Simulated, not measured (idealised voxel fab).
process module | voxel spacer lines
cross-section cut | 235 nm wide | cells 5 nm
A cross-section is a grid of square cells, given in bands from the top down. A band is one or more rows of cells.
Each band's line starts with the height of the band's top and of its bottom, in nm. Then come its materials from left to right, each with its width in nm. One material with "throughout" fills the band from edge to edge. "air" is empty space.
Height 0 is the level under which the wafer as received is all one material. The lowest band goes on downwards, as in "0 down".
A width such as "30 to 40" changes by the same amount from each row of cells to the next, from the band's top row to its bottom row.
"no change" after a step means that no cell of the cross-section changed.
closed voids: empty space of 8 cells or more with no open way to the top, each as width x height at its distance from the left edge, in nm
after a step's settings: what the simulator itself notes on the step
overlay nm, on a step with a mask: how far to the right of its planned place the mask lay; to the left if negative
plan
1 op RECEIVE | material Si
2 op CONFORMAL_DEP | material Al2O3 | thk nm 5
3 op DIRECTIONAL_DEP | material polySi | thk nm 10
4 op DIRECTIONAL_DEP | material aC | thk nm 30
5 op PATTERN | tone cover | mask id MANDREL | material resist | width nm 15 | pitch nm 50 | thk nm 35 | overlay nm 0
6 op DIRECTIONAL_ETCH | etch materials aC | depth nm 30
7 op STRIP | etch materials resist
8 op CONFORMAL_DEP | material SiO2 | thk nm 10
9 op DIRECTIONAL_ETCH | etch materials SiO2 | depth nm 10
10 op STRIP | etch materials aC
11 op DIRECTIONAL_ETCH | etch materials polySi | depth nm 10
12 op STRIP | etch materials SiO2
as received, after step 1
  0 down: Si throughout
  closed voids: none
first wafer at the end, as planned
  15 to 5: air 75 | polySi 10 | air 15 | polySi 10 | air 15 | polySi 10 | air 15 | polySi 10 | air 75
  5 to 0: Al2O3 throughout
  0 down: Si throughout
  closed voids: none
second wafer at the end: like start, like plan, one mistake
  10 to 0: air 75 | polySi 10 | air 15 | polySi 10 | air 15 | polySi 10 | air 15 | polySi 10 | air 75
  0 down: Si throughout
  closed voids: none
what went wrong: step 2 was left out
at the end the second wafer has, in cells: 47 fewer of Al2O3
